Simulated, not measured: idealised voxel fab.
Process module heading - voxel wiring stack
Each square cell in cross-section cut measures 5 nm, and the section as a whole is 290 nm wide.
In this document a cross-section is written as a grid of square cells. It is given as a series of bands, listed from the top down, and a band is one or more rows of cells.
The band entry comprises the height of the band's top followed by the height of its bottom, expressed in nm, and subsequently the band's materials from left to right, each stated together with its width in nm. Where a single material is marked with the word "everywhere", that material fills the band from edge to edge. The word "empty" represents empty space.
Heights are reckoned from 0. Under this level, the received wafer is all of one material. The bottommost band is open-ended downward, for example "0 and below".
You'd read "30..40" like this: the band's top row of cells is as wide as the first number, its bottom row is as wide as the second, and going down, every row changes width by the same amount as the row before did.
Given "remained unchanged" for a step, no cell of the cross-section differs between before and after that step.
Look at "Sealed void list" for the closed voids: empty spaces with no open path to the top, sized 8 cells or up. Each is width x height at distance, distance from the left edge, all nm.
Text after the settings on a step's line: the simulator's own remark on that step.
overlay nm, on a step with a mask: how far to the right of its planned place the mask lay; to the left if negative
These are the steps we planned for the process:
- 1: RECEIVE (material Si)
- 2: CONFORMAL_DEP (material SiO2; thk nm 15)
- 3: DIRECTIONAL_DEP (material TiN; thk nm 5)
- 4: DIRECTIONAL_DEP (material Ru; thk nm 25)
- 5: DIRECTIONAL_DEP (material aC; thk nm 10)
- 6: PATTERN (tone cover; mask id METAL_1; material resist; width nm 25; pitch nm 40; thk nm 30; overlay nm 0)
- 7: DIRECTIONAL_ETCH (etch materials aC; depth nm 10)
- 8: STRIP (etch materials resist)
- 9: DIRECTIONAL_ETCH (etch materials Ru; depth nm 25)
- 10: DIRECTIONAL_ETCH (etch materials TiN; depth nm 5)
- 11: STRIP (etch materials aC)
- 12: FILL_DEP (material lowk; thk nm 10)
- 13: CMP (height nm 45)
- 14: CONFORMAL_DEP (material SiCN; thk nm 5)
- 15: DIRECTIONAL_DEP (material SiO2; thk nm 20)
- 16: PATTERN (tone open; mask id PLUG_1; material resist; width nm 15; pitch nm 40; thk nm 20; overlay nm 0)
- 17: DIRECTIONAL_ETCH (etch materials SiO2; depth nm 20)
- 18: DIRECTIONAL_ETCH (etch materials SiCN; depth nm 5)
- 19: STRIP (etch materials resist)
- 20: EPI (material Ru; thk nm 10)
- 21: EPI (material Ru; thk nm 10)
- 22: EPI (material Ru; thk nm 5)
- 23: DIRECTIONAL_DEP (material TiN; thk nm 5)
- 24: DIRECTIONAL_DEP (material Ru; thk nm 20)
- 25: DIRECTIONAL_DEP (material aC; thk nm 15)
- 26: PATTERN (tone cover; mask id METAL_2; material resist; width nm 25; pitch nm 40; thk nm 30; overlay nm 0)
- 27: DIRECTIONAL_ETCH (etch materials aC; depth nm 15)
- 28: STRIP (etch materials resist)
- 29: DIRECTIONAL_ETCH (etch materials Ru; depth nm 20)
- 30: DIRECTIONAL_ETCH (etch materials TiN; depth nm 5)
- 31: STRIP (etch materials aC)
- 32: FILL_DEP (material lowk; thk nm 10)
- 33: CMP (height nm 95)
- 34: CONFORMAL_DEP (material SiCN; thk nm 5)
- 35: DIRECTIONAL_DEP (material SiO2; thk nm 30)
- 36: DIRECTIONAL_DEP (material aC; thk nm 10)
- 37: PATTERN (tone open; mask id METAL_3; material resist; width nm 25; pitch nm 40; thk nm 25; overlay nm 0)
- 38: DIRECTIONAL_ETCH (etch materials aC; depth nm 10)
- 39: STRIP (etch materials resist)
- 40: DIRECTIONAL_ETCH (etch materials SiO2; depth nm 15)
- 41: STRIP (etch materials aC)
- 42: PATTERN (tone open; mask id METAL_3_HOLES; material resist; width nm 15; thk nm 15; overlay nm 0)
- 43: DIRECTIONAL_ETCH (etch materials SiO2; depth nm 15)
- 44: DIRECTIONAL_ETCH (etch materials SiCN; depth nm 5)
- 45: STRIP (etch materials resist)
- 46: CONFORMAL_DEP (material TiN; thk nm 5)
- 47: FILL_DEP (material Cu; thk nm 5)
- 48: CMP (height nm 130)
- 49: CONFORMAL_DEP (material SiCN; thk nm 5)
- 50: DIRECTIONAL_DEP (material SiO2; thk nm 25)
- 51: MASKED_ETCH (tone open; mask id METAL_4_HOLES; width nm 15; pitch nm 40; etch materials SiO2; depth nm 25; overlay nm 0)
- 52: PATTERN (tone open; mask id METAL_4; material resist; width nm 25; pitch nm 40; thk nm 20; overlay nm 0)
- 53: DIRECTIONAL_ETCH (etch materials SiO2; depth nm 15)
- 54: DIRECTIONAL_ETCH (etch materials SiCN; depth nm 5)
- 55: STRIP (etch materials resist)
- 56: CONFORMAL_DEP (material TiN; thk nm 5)
- 57: FILL_DEP (material Cu; thk nm 5)
- 58: CMP (height nm 160)
- 59: CONFORMAL_DEP (material SiCN; thk nm 5)
The first of a set of two wafers, run to plan:
Step 1 complete: cross-section of the wafer as received:
	0 and below = Si everywhere
	Sealed void list: none
Cross-sectional representation of the wafer at the conclusion of step 2:
	15 down to 0 = SiO2 everywhere
	Everything under 0 stays put, no change at all.
Cross-sectional representation of the wafer at the conclusion of step 3:
	20 down to 15 = TiN everywhere
	Everything under 15 stays put, no change at all.
Cross-sectional representation of the wafer at the conclusion of step 4:
	45 down to 20 = Ru everywhere
	Everything under 20 stays put, no change at all.
Cross-sectional representation of the wafer at the conclusion of step 5:
	55 down to 45 = aC everywhere
	Everything under 45 stays put, no change at all.
Cross-sectional representation of the wafer at the conclusion of step 6:
	85 down to 55 = 110 nm empty, then 25 nm resist, then 15 nm empty, then 25 nm resist, then 115 nm empty
	Everything under 55 stays put, no change at all.
Cross-sectional representation of the wafer at the conclusion of step 7:
	75 down to 55 = 110 nm empty, then 25 nm resist, then 15 nm empty, then 25 nm resist, then 115 nm empty
	55 down to 45 = 110 nm empty, then 25 nm aC, then 15 nm empty, then 25 nm aC, then 115 nm empty
	Everything under 45 stays put, no change at all.
Cross-sectional representation of the wafer at the conclusion of step 8:
	55 down to 45 = 110 nm empty, then 25 nm aC, then 15 nm empty, then 25 nm aC, then 115 nm empty
	Everything under 45 stays put, no change at all.
Cross-sectional representation of the wafer at the conclusion of step 9:
	55 down to 45 = 110 nm empty, then 25 nm aC, then 15 nm empty, then 25 nm aC, then 115 nm empty
	45 down to 20 = 110 nm empty, then 25 nm Ru, then 15 nm empty, then 25 nm Ru, then 115 nm empty
	Everything under 20 stays put, no change at all.
Cross-sectional representation of the wafer at the conclusion of step 10:
	55 down to 45 = 110 nm empty, then 25 nm aC, then 15 nm empty, then 25 nm aC, then 115 nm empty
	45 down to 20 = 110 nm empty, then 25 nm Ru, then 15 nm empty, then 25 nm Ru, then 115 nm empty
	20 down to 15 = 110 nm empty, then 25 nm TiN, then 15 nm empty, then 25 nm TiN, then 115 nm empty
	Everything under 15 stays put, no change at all.
Cross-sectional representation of the wafer at the conclusion of step 11:
	45 down to 20 = 110 nm empty, then 25 nm Ru, then 15 nm empty, then 25 nm Ru, then 115 nm empty
	Everything under 20 stays put, no change at all.
Cross-sectional representation of the wafer at the conclusion of step 12:
	55 down to 45 = lowk everywhere
	45 down to 20 = 110 nm lowk, then 25 nm Ru, then 15 nm lowk, then 25 nm Ru, then 115 nm lowk
	20 down to 15 = 110 nm lowk, then 25 nm TiN, then 15 nm lowk, then 25 nm TiN, then 115 nm lowk
	Everything under 15 stays put, no change at all.
Cross-sectional representation of the wafer at the conclusion of step 13:
	45 down to 20 = 110 nm lowk, then 25 nm Ru, then 15 nm lowk, then 25 nm Ru, then 115 nm lowk
	Everything under 20 stays put, no change at all.
Cross-sectional representation of the wafer at the conclusion of step 14:
	50 down to 45 = SiCN everywhere
	Everything under 45 stays put, no change at all.
Cross-sectional representation of the wafer at the conclusion of step 15:
	70 down to 50 = SiO2 everywhere
	Everything under 50 stays put, no change at all.
Cross-sectional representation of the wafer at the conclusion of step 16:
	90 down to 70 = 110 nm resist, then 15 nm empty, then 25 nm resist, then 15 nm empty, then 125 nm resist
	Everything under 70 stays put, no change at all.
Cross-sectional representation of the wafer at the conclusion of step 17:
	90 down to 70 = 110 nm resist, then 15 nm empty, then 25 nm resist, then 15 nm empty, then 125 nm resist
	70 down to 50 = 110 nm SiO2, then 15 nm empty, then 25 nm SiO2, then 15 nm empty, then 125 nm SiO2
	Everything under 50 stays put, no change at all.
Cross-sectional representation of the wafer at the conclusion of step 18:
	90 down to 70 = 110 nm resist, then 15 nm empty, then 25 nm resist, then 15 nm empty, then 125 nm resist
	70 down to 50 = 110 nm SiO2, then 15 nm empty, then 25 nm SiO2, then 15 nm empty, then 125 nm SiO2
	50 down to 45 = 110 nm SiCN, then 15 nm empty, then 25 nm SiCN, then 15 nm empty, then 125 nm SiCN
	Everything under 45 stays put, no change at all.
Cross-sectional representation of the wafer at the conclusion of step 19:
	70 down to 50 = 110 nm SiO2, then 15 nm empty, then 25 nm SiO2, then 15 nm empty, then 125 nm SiO2
	Everything under 50 stays put, no change at all.
Cross-sectional representation of the wafer at the conclusion of step 20:
	70 down to 55 = 110 nm SiO2, then 15 nm empty, then 25 nm SiO2, then 15 nm empty, then 125 nm SiO2
	55 down to 50 = 110 nm SiO2, then 15 nm Ru, then 25 nm SiO2, then 15 nm Ru, then 125 nm SiO2
	50 down to 45 = 110 nm SiCN, then 15 nm Ru, then 25 nm SiCN, then 15 nm Ru, then 125 nm SiCN
	Everything under 45 stays put, no change at all.
Cross-sectional representation of the wafer at the conclusion of step 21:
	70 down to 65 = 110 nm SiO2, then 15 nm empty, then 25 nm SiO2, then 15 nm empty, then 125 nm SiO2
	65 down to 50 = 110 nm SiO2, then 15 nm Ru, then 25 nm SiO2, then 15 nm Ru, then 125 nm SiO2
	Everything under 50 stays put, no change at all.
Cross-sectional representation of the wafer at the conclusion of step 22:
	70 down to 50 = 110 nm SiO2, then 15 nm Ru, then 25 nm SiO2, then 15 nm Ru, then 125 nm SiO2
	Everything under 50 stays put, no change at all.
Cross-sectional representation of the wafer at the conclusion of step 23:
	75 down to 70 = TiN everywhere
	Everything under 70 stays put, no change at all.
Cross-sectional representation of the wafer at the conclusion of step 24:
	95 down to 75 = Ru everywhere
	Everything under 75 stays put, no change at all.
Cross-sectional representation of the wafer at the conclusion of step 25:
	110 down to 95 = aC everywhere
	Everything under 95 stays put, no change at all.
Cross-sectional representation of the wafer at the conclusion of step 26:
	140 down to 110 = 110 nm empty, then 25 nm resist, then 15 nm empty, then 25 nm resist, then 115 nm empty
	Everything under 110 stays put, no change at all.
Cross-sectional representation of the wafer at the conclusion of step 27:
	125 down to 110 = 110 nm empty, then 25 nm resist, then 15 nm empty, then 25 nm resist, then 115 nm empty
	110 down to 95 = 110 nm empty, then 25 nm aC, then 15 nm empty, then 25 nm aC, then 115 nm empty
	Everything under 95 stays put, no change at all.
Cross-sectional representation of the wafer at the conclusion of step 28:
	110 down to 95 = 110 nm empty, then 25 nm aC, then 15 nm empty, then 25 nm aC, then 115 nm empty
	Everything under 95 stays put, no change at all.
Cross-sectional representation of the wafer at the conclusion of step 29:
	110 down to 95 = 110 nm empty, then 25 nm aC, then 15 nm empty, then 25 nm aC, then 115 nm empty
	95 down to 75 = 110 nm empty, then 25 nm Ru, then 15 nm empty, then 25 nm Ru, then 115 nm empty
	Everything under 75 stays put, no change at all.
Cross-sectional representation of the wafer at the conclusion of step 30:
	110 down to 95 = 110 nm empty, then 25 nm aC, then 15 nm empty, then 25 nm aC, then 115 nm empty
	95 down to 75 = 110 nm empty, then 25 nm Ru, then 15 nm empty, then 25 nm Ru, then 115 nm empty
	75 down to 70 = 110 nm empty, then 25 nm TiN, then 15 nm empty, then 25 nm TiN, then 115 nm empty
	Everything under 70 stays put, no change at all.
Cross-sectional representation of the wafer at the conclusion of step 31:
	95 down to 75 = 110 nm empty, then 25 nm Ru, then 15 nm empty, then 25 nm Ru, then 115 nm empty
	Everything under 75 stays put, no change at all.
Cross-sectional representation of the wafer at the conclusion of step 32:
	105 down to 95 = lowk everywhere
	95 down to 75 = 110 nm lowk, then 25 nm Ru, then 15 nm lowk, then 25 nm Ru, then 115 nm lowk
	75 down to 70 = 110 nm lowk, then 25 nm TiN, then 15 nm lowk, then 25 nm TiN, then 115 nm lowk
	Everything under 70 stays put, no change at all.
Cross-sectional representation of the wafer at the conclusion of step 33:
	95 down to 75 = 110 nm lowk, then 25 nm Ru, then 15 nm lowk, then 25 nm Ru, then 115 nm lowk
	Everything under 75 stays put, no change at all.
Cross-sectional representation of the wafer at the conclusion of step 34:
	100 down to 95 = SiCN everywhere
	Everything under 95 stays put, no change at all.
Cross-sectional representation of the wafer at the conclusion of step 35:
	130 down to 100 = SiO2 everywhere
	Everything under 100 stays put, no change at all.
Cross-sectional representation of the wafer at the conclusion of step 36:
	140 down to 130 = aC everywhere
	Everything under 130 stays put, no change at all.
Cross-sectional representation of the wafer at the conclusion of step 37:
	165 down to 140 = 110 nm resist, then 25 nm empty, then 15 nm resist, then 25 nm empty, then 115 nm resist
	Everything under 140 stays put, no change at all.
Cross-sectional representation of the wafer at the conclusion of step 38:
	155 down to 140 = 110 nm resist, then 25 nm empty, then 15 nm resist, then 25 nm empty, then 115 nm resist
	140 down to 130 = 110 nm aC, then 25 nm empty, then 15 nm aC, then 25 nm empty, then 115 nm aC
	Everything under 130 stays put, no change at all.
Cross-sectional representation of the wafer at the conclusion of step 39:
	140 down to 130 = 110 nm aC, then 25 nm empty, then 15 nm aC, then 25 nm empty, then 115 nm aC
	Everything under 130 stays put, no change at all.
Cross-sectional representation of the wafer at the conclusion of step 40:
	140 down to 130 = 110 nm aC, then 25 nm empty, then 15 nm aC, then 25 nm empty, then 115 nm aC
	130 down to 115 = 110 nm SiO2, then 25 nm empty, then 15 nm SiO2, then 25 nm empty, then 115 nm SiO2
	Everything under 115 stays put, no change at all.
Cross-sectional representation of the wafer at the conclusion of step 41:
	130 down to 115 = 110 nm SiO2, then 25 nm empty, then 15 nm SiO2, then 25 nm empty, then 115 nm SiO2
	Everything under 115 stays put, no change at all.
Cross-sectional representation of the wafer at the conclusion of step 42:
	145 down to 130 = 110 nm resist, then 15 nm empty, then 165 nm resist
	130 down to 115 = 110 nm SiO2, then 15 nm empty, then 10 nm resist, then 15 nm SiO2, then 25 nm resist, then 115 nm SiO2
	Everything under 115 stays put, no change at all.
Cross-sectional representation of the wafer at the conclusion of step 43:
	145 down to 130 = 110 nm resist, then 15 nm empty, then 165 nm resist
	130 down to 115 = 110 nm SiO2, then 15 nm empty, then 10 nm resist, then 15 nm SiO2, then 25 nm resist, then 115 nm SiO2
	115 down to 100 = 110 nm SiO2, then 15 nm empty, then 165 nm SiO2
	Everything under 100 stays put, no change at all.
Cross-sectional representation of the wafer at the conclusion of step 44:
	145 down to 130 = 110 nm resist, then 15 nm empty, then 165 nm resist
	130 down to 115 = 110 nm SiO2, then 15 nm empty, then 10 nm resist, then 15 nm SiO2, then 25 nm resist, then 115 nm SiO2
	115 down to 100 = 110 nm SiO2, then 15 nm empty, then 165 nm SiO2
	100 down to 95 = 110 nm SiCN, then 15 nm empty, then 165 nm SiCN
	Everything under 95 stays put, no change at all.
Cross-sectional representation of the wafer at the conclusion of step 45:
	130 down to 115 = 110 nm SiO2, then 25 nm empty, then 15 nm SiO2, then 25 nm empty, then 115 nm SiO2
	Everything under 115 stays put, no change at all.
Cross-sectional representation of the wafer at the conclusion of step 46:
	135 down to 130 = 115 nm TiN, then 15 nm empty, then 25 nm TiN, then 15 nm empty, then 120 nm TiN
	130 down to 120 = 110 nm SiO2, then 5 nm TiN, then 15 nm empty, then 5 nm TiN, then 15 nm SiO2, then 5 nm TiN, then 15 nm empty, then 5 nm TiN, then 115 nm SiO2
	120 down to 115 = 110 nm SiO2, then 5 nm TiN, then 5 nm empty, then 15 nm TiN, then 15 nm SiO2, then 25 nm TiN, then 115 nm SiO2
	115 down to 100 = 110 nm SiO2, then 5 nm TiN, then 5 nm empty, then 5 nm TiN, then 165 nm SiO2
	100 down to 95 = 110 nm SiCN, then 15 nm TiN, then 165 nm SiCN
	Everything under 95 stays put, no change at all.
Cross-sectional representation of the wafer at the conclusion of step 47:
	140 down to 135 = Cu everywhere
	135 down to 130 = 115 nm TiN, then 15 nm Cu, then 25 nm TiN, then 15 nm Cu, then 120 nm TiN
	130 down to 120 = 110 nm SiO2, then 5 nm TiN, then 15 nm Cu, then 5 nm TiN, then 15 nm SiO2, then 5 nm TiN, then 15 nm Cu, then 5 nm TiN, then 115 nm SiO2
	120 down to 115 = 110 nm SiO2, then 5 nm TiN, then 5 nm Cu, then 15 nm TiN, then 15 nm SiO2, then 25 nm TiN, then 115 nm SiO2
	115 down to 100 = 110 nm SiO2, then 5 nm TiN, then 5 nm Cu, then 5 nm TiN, then 165 nm SiO2
	Everything under 100 stays put, no change at all.
Cross-sectional representation of the wafer at the conclusion of step 48:
	130 down to 120 = 110 nm SiO2, then 5 nm TiN, then 15 nm Cu, then 5 nm TiN, then 15 nm SiO2, then 5 nm TiN, then 15 nm Cu, then 5 nm TiN, then 115 nm SiO2
	Everything under 120 stays put, no change at all.
Cross-sectional representation of the wafer at the conclusion of step 49:
	135 down to 130 = SiCN everywhere
	Everything under 130 stays put, no change at all.
Cross-sectional representation of the wafer at the conclusion of step 50:
	160 down to 135 = SiO2 everywhere
	Everything under 135 stays put, no change at all.
Cross-sectional representation of the wafer at the conclusion of step 51:
	160 down to 135 = 110 nm SiO2, then 15 nm empty, then 25 nm SiO2, then 15 nm empty, then 125 nm SiO2
	Everything under 135 stays put, no change at all.
Cross-sectional representation of the wafer at the conclusion of step 52:
	180 down to 160 = 110 nm resist, then 25 nm empty, then 15 nm resist, then 25 nm empty, then 115 nm resist
	Everything under 160 stays put, no change at all.
Cross-sectional representation of the wafer at the conclusion of step 53:
	180 down to 160 = 110 nm resist, then 25 nm empty, then 15 nm resist, then 25 nm empty, then 115 nm resist
	160 down to 145 = 110 nm SiO2, then 25 nm empty, then 15 nm SiO2, then 25 nm empty, then 115 nm SiO2
	Everything under 145 stays put, no change at all.
Cross-sectional representation of the wafer at the conclusion of step 54:
	180 down to 160 = 110 nm resist, then 25 nm empty, then 15 nm resist, then 25 nm empty, then 115 nm resist
	160 down to 145 = 110 nm SiO2, then 25 nm empty, then 15 nm SiO2, then 25 nm empty, then 115 nm SiO2
	145 down to 135 = 110 nm SiO2, then 15 nm empty, then 25 nm SiO2, then 15 nm empty, then 125 nm SiO2
	135 down to 130 = 110 nm SiCN, then 15 nm empty, then 25 nm SiCN, then 15 nm empty, then 125 nm SiCN
	Everything under 130 stays put, no change at all.
Cross-sectional representation of the wafer at the conclusion of step 55:
	160 down to 145 = 110 nm SiO2, then 25 nm empty, then 15 nm SiO2, then 25 nm empty, then 115 nm SiO2
	Everything under 145 stays put, no change at all.
Cross-sectional representation of the wafer at the conclusion of step 56:
	165 down to 160 = 115 nm TiN, then 15 nm empty, then 25 nm TiN, then 15 nm empty, then 120 nm TiN
	160 down to 150 = 110 nm SiO2, then 5 nm TiN, then 15 nm empty, then 5 nm TiN, then 15 nm SiO2, then 5 nm TiN, then 15 nm empty, then 5 nm TiN, then 115 nm SiO2
	150 down to 145 = 110 nm SiO2, then 5 nm TiN, then 5 nm empty, then 15 nm TiN, then 15 nm SiO2, then 5 nm TiN, then 5 nm empty, then 15 nm TiN, then 115 nm SiO2
	145 down to 135 = 110 nm SiO2, then 5 nm TiN, then 5 nm empty, then 5 nm TiN, then 25 nm SiO2, then 5 nm TiN, then 5 nm empty, then 5 nm TiN, then 125 nm SiO2
	135 down to 130 = 110 nm SiCN, then 15 nm TiN, then 25 nm SiCN, then 15 nm TiN, then 125 nm SiCN
	Everything under 130 stays put, no change at all.
Cross-sectional representation of the wafer at the conclusion of step 57:
	170 down to 165 = Cu everywhere
	165 down to 160 = 115 nm TiN, then 15 nm Cu, then 25 nm TiN, then 15 nm Cu, then 120 nm TiN
	160 down to 150 = 110 nm SiO2, then 5 nm TiN, then 15 nm Cu, then 5 nm TiN, then 15 nm SiO2, then 5 nm TiN, then 15 nm Cu, then 5 nm TiN, then 115 nm SiO2
	150 down to 145 = 110 nm SiO2, then 5 nm TiN, then 5 nm Cu, then 15 nm TiN, then 15 nm SiO2, then 5 nm TiN, then 5 nm Cu, then 15 nm TiN, then 115 nm SiO2
	145 down to 135 = 110 nm SiO2, then 5 nm TiN, then 5 nm Cu, then 5 nm TiN, then 25 nm SiO2, then 5 nm TiN, then 5 nm Cu, then 5 nm TiN, then 125 nm SiO2
	Everything under 135 stays put, no change at all.
Cross-sectional representation of the wafer at the conclusion of step 58:
	160 down to 150 = 110 nm SiO2, then 5 nm TiN, then 15 nm Cu, then 5 nm TiN, then 15 nm SiO2, then 5 nm TiN, then 15 nm Cu, then 5 nm TiN, then 115 nm SiO2
	Everything under 150 stays put, no change at all.
Cross-sectional representation of the wafer at the conclusion of step 59:
	165 down to 160 = SiCN everywhere
	Everything under 160 stays put, no change at all.
Wafer two. Same start, same plan, one slip in execution. Same as wafer one through step 41, inclusive:
Here is the second wafer in cross-section at the point where step 42 of the plan should have been done:
	145 down to 130 = 115 nm resist, then 15 nm empty, then 160 nm resist
	130 down to 115 = 110 nm SiO2, then 5 nm resist, then 15 nm empty, then 5 nm resist, then 15 nm SiO2, then 25 nm resist, then 115 nm SiO2
	Everything under 115 stays put, no change at all.
Here is the second wafer in cross-section at the point where step 43 of the plan should have been done:
	145 down to 130 = 115 nm resist, then 15 nm empty, then 160 nm resist
	130 down to 115 = 110 nm SiO2, then 5 nm resist, then 15 nm empty, then 5 nm resist, then 15 nm SiO2, then 25 nm resist, then 115 nm SiO2
	115 down to 100 = 115 nm SiO2, then 15 nm empty, then 160 nm SiO2
	Everything under 100 stays put, no change at all.
Here is the second wafer in cross-section at the point where step 44 of the plan should have been done:
	145 down to 130 = 115 nm resist, then 15 nm empty, then 160 nm resist
	130 down to 115 = 110 nm SiO2, then 5 nm resist, then 15 nm empty, then 5 nm resist, then 15 nm SiO2, then 25 nm resist, then 115 nm SiO2
	115 down to 100 = 115 nm SiO2, then 15 nm empty, then 160 nm SiO2
	100 down to 95 = 115 nm SiCN, then 15 nm empty, then 160 nm SiCN
	Everything under 95 stays put, no change at all.
Here is the second wafer in cross-section at the point where step 45 of the plan should have been done:
	130 down to 115 = 110 nm SiO2, then 25 nm empty, then 15 nm SiO2, then 25 nm empty, then 115 nm SiO2
	Everything under 115 stays put, no change at all.
Here is the second wafer in cross-section at the point where step 46 of the plan should have been done:
	135 down to 130 = 115 nm TiN, then 15 nm empty, then 25 nm TiN, then 15 nm empty, then 120 nm TiN
	130 down to 120 = 110 nm SiO2, then 5 nm TiN, then 15 nm empty, then 5 nm TiN, then 15 nm SiO2, then 5 nm TiN, then 15 nm empty, then 5 nm TiN, then 115 nm SiO2
	120 down to 115 = 110 nm SiO2, then 10 nm TiN, then 5 nm empty, then 10 nm TiN, then 15 nm SiO2, then 25 nm TiN, then 115 nm SiO2
	115 down to 100 = 115 nm SiO2, then 5 nm TiN, then 5 nm empty, then 5 nm TiN, then 160 nm SiO2
	100 down to 95 = 115 nm SiCN, then 15 nm TiN, then 160 nm SiCN
	Everything under 95 stays put, no change at all.
Here is the second wafer in cross-section at the point where step 47 of the plan should have been done:
	140 down to 135 = Cu everywhere
	135 down to 130 = 115 nm TiN, then 15 nm Cu, then 25 nm TiN, then 15 nm Cu, then 120 nm TiN
	130 down to 120 = 110 nm SiO2, then 5 nm TiN, then 15 nm Cu, then 5 nm TiN, then 15 nm SiO2, then 5 nm TiN, then 15 nm Cu, then 5 nm TiN, then 115 nm SiO2
	120 down to 115 = 110 nm SiO2, then 10 nm TiN, then 5 nm Cu, then 10 nm TiN, then 15 nm SiO2, then 25 nm TiN, then 115 nm SiO2
	115 down to 100 = 115 nm SiO2, then 5 nm TiN, then 5 nm Cu, then 5 nm TiN, then 160 nm SiO2
	Everything under 100 stays put, no change at all.
Here is the second wafer in cross-section at the point where step 48 of the plan should have been done:
	130 down to 120 = 110 nm SiO2, then 5 nm TiN, then 15 nm Cu, then 5 nm TiN, then 15 nm SiO2, then 5 nm TiN, then 15 nm Cu, then 5 nm TiN, then 115 nm SiO2
	Everything under 120 stays put, no change at all.
Here is the second wafer in cross-section at the point where step 49 of the plan should have been done:
	135 down to 130 = SiCN everywhere
	Everything under 130 stays put, no change at all.
Here is the second wafer in cross-section at the point where step 50 of the plan should have been done:
	160 down to 135 = SiO2 everywhere
	Everything under 135 stays put, no change at all.
Here is the second wafer in cross-section at the point where step 51 of the plan should have been done:
	160 down to 135 = 110 nm SiO2, then 15 nm empty, then 25 nm SiO2, then 15 nm empty, then 125 nm SiO2
	Everything under 135 stays put, no change at all.
Here is the second wafer in cross-section at the point where step 52 of the plan should have been done:
	180 down to 160 = 110 nm resist, then 25 nm empty, then 15 nm resist, then 25 nm empty, then 115 nm resist
	Everything under 160 stays put, no change at all.
Here is the second wafer in cross-section at the point where step 53 of the plan should have been done:
	180 down to 160 = 110 nm resist, then 25 nm empty, then 15 nm resist, then 25 nm empty, then 115 nm resist
	160 down to 145 = 110 nm SiO2, then 25 nm empty, then 15 nm SiO2, then 25 nm empty, then 115 nm SiO2
	Everything under 145 stays put, no change at all.
Here is the second wafer in cross-section at the point where step 54 of the plan should have been done:
	180 down to 160 = 110 nm resist, then 25 nm empty, then 15 nm resist, then 25 nm empty, then 115 nm resist
	160 down to 145 = 110 nm SiO2, then 25 nm empty, then 15 nm SiO2, then 25 nm empty, then 115 nm SiO2
	145 down to 135 = 110 nm SiO2, then 15 nm empty, then 25 nm SiO2, then 15 nm empty, then 125 nm SiO2
	135 down to 130 = 110 nm SiCN, then 15 nm empty, then 25 nm SiCN, then 15 nm empty, then 125 nm SiCN
	Everything under 130 stays put, no change at all.
Here is the second wafer in cross-section at the point where step 55 of the plan should have been done:
	160 down to 145 = 110 nm SiO2, then 25 nm empty, then 15 nm SiO2, then 25 nm empty, then 115 nm SiO2
	Everything under 145 stays put, no change at all.
Here is the second wafer in cross-section at the point where step 56 of the plan should have been done:
	165 down to 160 = 115 nm TiN, then 15 nm empty, then 25 nm TiN, then 15 nm empty, then 120 nm TiN
	160 down to 150 = 110 nm SiO2, then 5 nm TiN, then 15 nm empty, then 5 nm TiN, then 15 nm SiO2, then 5 nm TiN, then 15 nm empty, then 5 nm TiN, then 115 nm SiO2
	150 down to 145 = 110 nm SiO2, then 5 nm TiN, then 5 nm empty, then 15 nm TiN, then 15 nm SiO2, then 5 nm TiN, then 5 nm empty, then 15 nm TiN, then 115 nm SiO2
	145 down to 135 = 110 nm SiO2, then 5 nm TiN, then 5 nm empty, then 5 nm TiN, then 25 nm SiO2, then 5 nm TiN, then 5 nm empty, then 5 nm TiN, then 125 nm SiO2
	135 down to 130 = 110 nm SiCN, then 15 nm TiN, then 25 nm SiCN, then 15 nm TiN, then 125 nm SiCN
	Everything under 130 stays put, no change at all.
Here is the second wafer in cross-section at the point where step 57 of the plan should have been done:
	170 down to 165 = Cu everywhere
	165 down to 160 = 115 nm TiN, then 15 nm Cu, then 25 nm TiN, then 15 nm Cu, then 120 nm TiN
	160 down to 150 = 110 nm SiO2, then 5 nm TiN, then 15 nm Cu, then 5 nm TiN, then 15 nm SiO2, then 5 nm TiN, then 15 nm Cu, then 5 nm TiN, then 115 nm SiO2
	150 down to 145 = 110 nm SiO2, then 5 nm TiN, then 5 nm Cu, then 15 nm TiN, then 15 nm SiO2, then 5 nm TiN, then 5 nm Cu, then 15 nm TiN, then 115 nm SiO2
	145 down to 135 = 110 nm SiO2, then 5 nm TiN, then 5 nm Cu, then 5 nm TiN, then 25 nm SiO2, then 5 nm TiN, then 5 nm Cu, then 5 nm TiN, then 125 nm SiO2
	Everything under 135 stays put, no change at all.
Here is the second wafer in cross-section at the point where step 58 of the plan should have been done:
	160 down to 150 = 110 nm SiO2, then 5 nm TiN, then 15 nm Cu, then 5 nm TiN, then 15 nm SiO2, then 5 nm TiN, then 15 nm Cu, then 5 nm TiN, then 115 nm SiO2
	Everything under 150 stays put, no change at all.
Here is the second wafer in cross-section at the point where step 59 of the plan should have been done:
	165 down to 160 = SiCN everywhere
	Everything under 160 stays put, no change at all.
Finding, execution versus plan: note that step 42 departed from the planned setting and was carried out as PATTERN (tone open; mask id METAL_3_HOLES; material resist; width nm 15; thk nm 15; overlay nm 5)
The concluding comparison shows that, measured in cells, each material is equally abundant on both wafers, albeit at different positions.
